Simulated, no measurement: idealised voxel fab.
You're looking at the process module voxel capacitor over wiring.
Pictured: cross-section cut, 160 nm wide, on a grid of 5 nm square cells.
Cross-sections here: square-cell grids, written as top-down lists of bands, a band being one or more rows of cells. For a band, the entry starts with two heights in nm, that of the top and then that of the bottom, and carries on with the band's materials in order from left to right, each alongside its width in nm; the word "all across" beside a single material means it fills the band edge to edge, and "empty" means empty space. Heights from 0 (as-received wafer is one material below). Bottom band endless downward, as "top 0, no bottom". Think of "30..40" as a width that walks from the first number to the second as you go down the band, top row to bottom row, taking equal-sized steps from row to row. Step marked "nothing changed"? Then no cell in the cross-section changed in it. "Closed-off voids" enumerates empty spaces isolated from the top, with no open way to it, that contain at least 8 cells, giving each as width x height at distance from the left edge, all three in nm. Read whatever lies past the settings on a step's line as the simulator's own remark about the step. overlay nm, on a step with a mask: how far to the right of its planned place the mask lay; to the left if negative.

-- Process steps - plan
| 1 | RECEIVE with material Si |
| 2 | CONFORMAL_DEP with material SiO2, thk nm 10 |
| 3 | DIRECTIONAL_DEP with material TiN, thk nm 5 |
| 4 | DIRECTIONAL_DEP with material Ru, thk nm 15 |
| 5 | MASKED_ETCH with tone cover, mask id METAL_1, width nm 20, pitch nm 90, etch materials Ru, depth nm 15, overlay nm 0 |
| 6 | MASKED_ETCH with tone cover, mask id METAL_1, width nm 20, pitch nm 90, etch materials TiN, depth nm 5, overlay nm 0 |
| 7 | CONFORMAL_DEP with material SiN, thk nm 5 |
| 8 | FILL_DEP with material lowk, thk nm 5 |
| 9 | CMP with height nm 30 |
| 10 | CONFORMAL_DEP with material SiCN, thk nm 5 |
| 11 | DIRECTIONAL_DEP with material lowk, thk nm 20 |
| 12 | DIRECTIONAL_DEP with material aC, thk nm 10 |
| 13 | PATTERN with tone open, mask id PLUG_1, material resist, width nm 15, thk nm 25, overlay nm 0 |
| 14 | DIRECTIONAL_ETCH with etch materials aC, depth nm 10 |
| 15 | STRIP with etch materials resist |
| 16 | DIRECTIONAL_ETCH with etch materials lowk, depth nm 20 |
| 17 | DIRECTIONAL_ETCH with etch materials SiCN, depth nm 5 |
| 18 | STRIP with etch materials aC |
| 19 | EPI with material Ru, thk nm 10 |
| 20 | EPI with material Ru, thk nm 10 |
| 21 | EPI with material Ru, thk nm 5 |
| 22 | DIRECTIONAL_DEP with material TiN, thk nm 10 |
| 23 | DIRECTIONAL_DEP with material Al2O3, thk nm 5 |
| 24 | DIRECTIONAL_DEP with material TiN, thk nm 10 |
| 25 | MASKED_ETCH with tone cover, mask id UPPER_PLATE, width nm 75, etch materials TiN, depth nm 10, overlay nm 0 |
| 26 | MASKED_ETCH with tone cover, mask id UPPER_PLATE, width nm 75, etch materials Al2O3, depth nm 5, overlay nm 0 |
| 27 | DIRECTIONAL_DEP with material aC, thk nm 15 |
| 28 | PATTERN with tone cover, mask id LOWER_PLATE, material resist, width nm 85, thk nm 35, overlay nm 0 |
| 29 | DIRECTIONAL_ETCH with etch materials aC, depth nm 15 |
| 30 | STRIP with etch materials resist |
| 31 | DIRECTIONAL_ETCH with etch materials TiN, depth nm 10 |
| 32 | STRIP with etch materials aC |
| 33 | FILL_DEP with material SiO2, thk nm 20 |
| 34 | CMP with height nm 95 |
| 35 | PATTERN with tone open, mask id PLUG_2, material resist, width nm 15, thk nm 20, overlay nm 0 |
| 36 | DIRECTIONAL_ETCH with etch materials SiO2, depth nm 15 |
| 37 | STRIP with etch materials resist |
| 38 | CONFORMAL_DEP with material TiN, thk nm 5 |
| 39 | FILL_DEP with material Cu, thk nm 5 |
| 40 | CMP with height nm 95 |
| 41 | CONFORMAL_DEP with material SiCN, thk nm 5 |

-- Cross-section of the incoming wafer, state after step 1
  top 0, no bottom: Si all across
  Closed-off voids: none

-- This is how the wafer looks in cross-section once the module is done, given the starting state and plan above and one mistake in carrying the plan out
  top 100, bottom 95: SiCN all across
  top 95, bottom 85: 40 SiO2, 5 TiN, 5 Cu, 5 TiN, 105 SiO2
  top 85, bottom 80: 40 SiO2, 15 TiN, 105 SiO2
  top 80, bottom 70: 45 SiO2, 60 TiN, 55 SiO2
  top 70, bottom 65: 45 SiO2, 60 Al2O3, 55 SiO2
  top 65, bottom 55: 25 SiO2, 5 TiN, 15 SiO2, 65 TiN, 50 SiO2
  top 55, bottom 45: 30 lowk, 15 TiN, 115 lowk
  top 45, bottom 40: 30 lowk, 15 Al2O3, 115 lowk
  top 40, bottom 35: 30 lowk, 15 TiN, 115 lowk
  top 35, bottom 30: 30 SiCN, 15 TiN, 115 SiCN
  top 30, bottom 25: 20 lowk, 30 SiN, 60 lowk, 30 SiN, 20 lowk
  top 25, bottom 15: 20 lowk, 5 SiN, 20 Ru, 5 SiN, 60 lowk, 5 SiN, 20 Ru, 5 SiN, 20 lowk
  top 15, bottom 10: 25 SiN, 20 Ru, 70 SiN, 20 Ru, 25 SiN
  top 10, bottom 0: SiO2 all across
  top 0, no bottom: Si all across
  Closed-off voids: none
Heads up, the wafer didn't run the way we planned it: plan step 3 skipped
